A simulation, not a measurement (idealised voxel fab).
Name of the process module below: voxel ribs on slabs
It is cross-section cut that appears here, measuring 290 nm in width, its square cells being 5 nm in size.
If you're reading a cross-section in this doc, picture square cells in a grid; it comes to you as bands, top ones listed first down to the bottom, and a band can be one or more rows of cells.
Basically the band line says how high the top is and how high the bottom is, in nm, and then what's in it from left to right, every material with its width in nm. Empty space shows up as "blank", and if a single material carries "throughout" it runs the full band edge to edge.
We count height from 0. Below that, the starting wafer is all one material. The lowest band never ends at the bottom but goes on down; see "0..down" for how that is written.
Per-row width for "30 to 40": begins at first number (top row of band), ends at second number (bottom row), increment between rows held constant.
Any step labelled "no alterations made" changed none of the cells in the cross-section.
"Closed internal voids" specifies each empty space that is not open to the top and that occupies no fewer than 8 cells, using the form width x height at distance, the distance measured from the left edge and all three quantities in nm.
On each step's line, the part that comes after the settings is the simulator's own comment on the step.
On any step carrying a mask, the "overlay nm" setting, if present on the step's line, tells how far right of its planned place the mask lay; negative values point to the left.

**Planned step list for the process**
step 1: RECEIVE, material Si
step 2: DIRECTIONAL_DEP, material SiO2, thk nm 25
step 3: DIRECTIONAL_DEP, material polySi, thk nm 25
step 4: PATTERN, tone cover, mask id RIB, material resist, width nm 30, thk nm 20, overlay nm 0
step 5: DIRECTIONAL_ETCH, etch materials polySi, depth nm 10
step 6: STRIP, etch materials resist
step 7: MASKED_ETCH, tone cover, mask id SLAB, width nm 90, etch materials polySi, depth nm 15, overlay nm 0
step 8: FILL_DEP, material SiO2, thk nm 25
step 9: CMP, height nm 70
step 10: DIRECTIONAL_DEP, material TiN, thk nm 5
step 11: MASKED_ETCH, tone cover, mask id HEATER, width nm 40, etch materials TiN, depth nm 5, overlay nm 0
step 12: CONFORMAL_DEP, material SiO2, thk nm 5

**Incoming wafer in cross-section (state: after step 1)**
  0..down: Si throughout
  Closed internal voids: none

**Look at the cross-section after the module: the wafer started out the way shown above and the plan was the one shown above, yet one mistake was made along the way**
  80..75: blank (120) | SiO2 (50) | blank (120)
  75..70: SiO2 (125) | TiN (40) | SiO2 (125)
  70..50: SiO2 throughout
  50..40: SiO2 (130) | polySi (30) | SiO2 (130)
  40..30: SiO2 (100) | polySi (90) | SiO2 (100)
  30..25: polySi throughout
  25..0: SiO2 throughout
  0..down: Si throughout
  Closed internal voids: none
Processing error: step 7 went in with a setting other than planned; the actual run was MASKED_ETCH, tone cover, mask id SLAB, width nm 90, etch materials polySi, depth nm 10, overlay nm 0
